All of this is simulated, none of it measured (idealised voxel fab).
The following process module bears the name voxel self aligned vias.
Cross-section cut: width 160 nm, square cells of 5 nm.
Square cells in a grid make up a cross-section in this document, and the grid is given as bands, listed from the top down, each one or more rows of cells. The entry gives the band's vertical extent as a top height and a bottom height in nm, then its horizontal make-up as materials from left to right, each with a width in nm. "air" stands for empty space; a single material marked "all across" fills the band edge to edge. Height datum 0, below which the as-received substrate wafer is one material. Lowest band open at the bottom, running downward: "0..down". With a width like "30 to 40", each row of cells in the band differs from the next by the same amount, the top row carrying the first number and the bottom row the second. Any step labelled "no change occurred" changed none of the cells in the cross-section. Look at "Closed internal voids" for the closed voids: empty spaces with no open path to the top, sized 8 cells or up. Each is width x height at distance, distance from the left edge, all nm. That trailing text on a step's line, after the settings, is the simulator's own remark on the step. overlay nm: where the mask lay relative to plan, measured to the right, on steps with a mask; negatives go left.

Steps in the process plan:
1) RECEIVE (material Si)
2) CONFORMAL_DEP (material SiO2; thk nm 15)
3) CONFORMAL_DEP (material SiCN; thk nm 5)
4) DIRECTIONAL_DEP (material lowk; thk nm 20)
5) MASKED_ETCH (tone open; mask id LINES; width nm 20; pitch nm 45; etch materials lowk; depth nm 20; overlay nm 0)
6) CONFORMAL_DEP (material TiN; thk nm 5)
7) FILL_DEP (material W; thk nm 5)
8) CMP (height nm 40)
9) SELECTIVE_ETCH (etch materials W Ru TiN; depth nm 10)
10) FILL_DEP (material SiN; thk nm 5)
11) CMP (height nm 40)
12) DIRECTIONAL_DEP (material lowk; thk nm 15)
13) PATTERN (tone open; mask id VIAS; material resist; width nm 30; pitch nm 45; thk nm 20; overlay nm 0)
14) DIRECTIONAL_ETCH (etch materials lowk; depth nm 15)
15) DIRECTIONAL_ETCH (etch materials SiN; depth nm 10)
16) STRIP (etch materials resist)
17) CONFORMAL_DEP (material TiN; thk nm 5)
18) FILL_DEP (material Ru; thk nm 5)
19) CMP (height nm 55)
20) CONFORMAL_DEP (material SiN; thk nm 5)

Concerning the first of two wafers, which was run in accordance with the plan:

Step 1 complete: cross-section of the wafer as received:
    0..down: Si all across
    Closed internal voids: none

Once step 2 is through, the wafer looks like this in cross-section:
    15..0: SiO2 all across
    Everything below 0 is unchanged.

Once step 3 is through, the wafer looks like this in cross-section:
    20..15: SiCN all across
    Everything below 15 is unchanged.

Once step 4 is through, the wafer looks like this in cross-section:
    40..20: lowk all across
    Everything below 20 is unchanged.

Once step 5 is through, the wafer looks like this in cross-section:
    40..20: 45 lowk  20 air  25 lowk  20 air  50 lowk
    Everything below 20 is unchanged.

Once step 6 is through, the wafer looks like this in cross-section:
    45..40: 50 TiN  10 air  35 TiN  10 air  55 TiN
    40..25: 45 lowk  5 TiN  10 air  5 TiN  25 lowk  5 TiN  10 air  5 TiN  50 lowk
    25..20: 45 lowk  20 TiN  25 lowk  20 TiN  50 lowk
    Everything below 20 is unchanged.

Once step 7 is through, the wafer looks like this in cross-section:
    50..45: W all across
    45..40: 50 TiN  10 W  35 TiN  10 W  55 TiN
    40..25: 45 lowk  5 TiN  10 W  5 TiN  25 lowk  5 TiN  10 W  5 TiN  50 lowk
    Everything below 25 is unchanged.

Once step 8 is through, the wafer looks like this in cross-section:
    40..25: 45 lowk  5 TiN  10 W  5 TiN  25 lowk  5 TiN  10 W  5 TiN  50 lowk
    Everything below 25 is unchanged.

Once step 9 is through, the wafer looks like this in cross-section:
    40..30: 45 lowk  20 air  25 lowk  20 air  50 lowk
    Everything below 30 is unchanged.

Once step 10 is through, the wafer looks like this in cross-section:
    45..40: SiN all across
    40..30: 45 lowk  20 SiN  25 lowk  20 SiN  50 lowk
    Everything below 30 is unchanged.

Once step 11 is through, the wafer looks like this in cross-section:
    40..30: 45 lowk  20 SiN  25 lowk  20 SiN  50 lowk
    Everything below 30 is unchanged.

Once step 12 is through, the wafer looks like this in cross-section:
    55..40: lowk all across
    Everything below 40 is unchanged.

Once step 13 is through, the wafer looks like this in cross-section:
    75..55: 40 resist  30 air  15 resist  30 air  45 resist
    Everything below 55 is unchanged.

Once step 14 is through, the wafer looks like this in cross-section:
    75..55: 40 resist  30 air  15 resist  30 air  45 resist
    55..40: 40 lowk  30 air  15 lowk  30 air  45 lowk
    Everything below 40 is unchanged.

Once step 15 is through, the wafer looks like this in cross-section:
    75..55: 40 resist  30 air  15 resist  30 air  45 resist
    55..40: 40 lowk  30 air  15 lowk  30 air  45 lowk
    40..30: 45 lowk  20 air  25 lowk  20 air  50 lowk
    Everything below 30 is unchanged.

Once step 16 is through, the wafer looks like this in cross-section:
    55..40: 40 lowk  30 air  15 lowk  30 air  45 lowk
    Everything below 40 is unchanged.

Once step 17 is through, the wafer looks like this in cross-section:
    60..55: 45 TiN  20 air  25 TiN  20 air  50 TiN
    55..45: 40 lowk  5 TiN  20 air  5 TiN  15 lowk  5 TiN  20 air  5 TiN  45 lowk
    45..35: 40 to 45 lowk  10 to 5 TiN  10 air  10 to 5 TiN  15 to 25 lowk  10 to 5 TiN  10 air  10 to 5 TiN  45 to 50 lowk
    35..30: 45 lowk  20 TiN  25 lowk  20 TiN  50 lowk
    Everything below 30 is unchanged.

Once step 18 is through, the wafer looks like this in cross-section:
    65..60: Ru all across
    60..55: 45 TiN  20 Ru  25 TiN  20 Ru  50 TiN
    55..45: 40 lowk  5 TiN  20 Ru  5 TiN  15 lowk  5 TiN  20 Ru  5 TiN  45 lowk
    45..35: 40 to 45 lowk  10 to 5 TiN  10 Ru  10 to 5 TiN  15 to 25 lowk  10 to 5 TiN  10 Ru  10 to 5 TiN  45 to 50 lowk
    Everything below 35 is unchanged.

Once step 19 is through, the wafer looks like this in cross-section:
    55..45: 40 lowk  5 TiN  20 Ru  5 TiN  15 lowk  5 TiN  20 Ru  5 TiN  45 lowk
    Everything below 45 is unchanged.

Once step 20 is through, the wafer looks like this in cross-section:
    60..55: SiN all across
    Everything below 55 is unchanged.

Wafer two of two - same starting point, same process plan, one mistake in execution; matches wafer one up to and including step 12:

Second wafer shown in cross-section at the time step 13 was slated to end:
    75..55: 40 air  30 resist  15 air  30 resist  45 air
    Everything below 55 is unchanged.

Second wafer shown in cross-section at the time step 14 was slated to end:
    75..55: 40 air  30 resist  15 air  30 resist  45 air
    55..40: 40 air  30 lowk  15 air  30 lowk  45 air
    Everything below 40 is unchanged.

Second wafer shown in cross-section at the time step 15 was slated to end: no change occurred

Second wafer shown in cross-section at the time step 16 was slated to end:
    55..40: 40 air  30 lowk  15 air  30 lowk  45 air
    Everything below 40 is unchanged.

Second wafer shown in cross-section at the time step 17 was slated to end:
    60..55: 35 air  40 TiN  5 air  40 TiN  40 air
    55..45: 35 air  5 TiN  30 lowk  5 TiN  5 air  5 TiN  30 lowk  5 TiN  40 air
    45..40: 40 TiN  30 lowk  15 TiN  30 lowk  45 TiN
    Everything below 40 is unchanged.

Second wafer shown in cross-section at the time step 18 was slated to end:
    65..60: Ru all across
    60..55: 35 Ru  40 TiN  5 Ru  40 TiN  40 Ru
    55..45: 35 Ru  5 TiN  30 lowk  5 TiN  5 Ru  5 TiN  30 lowk  5 TiN  40 Ru
    Everything below 45 is unchanged.

Second wafer shown in cross-section at the time step 19 was slated to end:
    55..45: 35 Ru  5 TiN  30 lowk  5 TiN  5 Ru  5 TiN  30 lowk  5 TiN  40 Ru
    Everything below 45 is unchanged.

Second wafer shown in cross-section at the time step 20 was slated to end:
    60..55: SiN all across
    Everything below 55 is unchanged.
Misprocessing identified: off-plan run, step 13, actual operation and settings PATTERN (tone cover; mask id VIAS; material resist; width nm 30; pitch nm 45; thk nm 20; overlay nm 0)
Final tally in cells, some materials are higher or lower on the second wafer than on the first: Ru +8 | SiN +16 | lowk -24
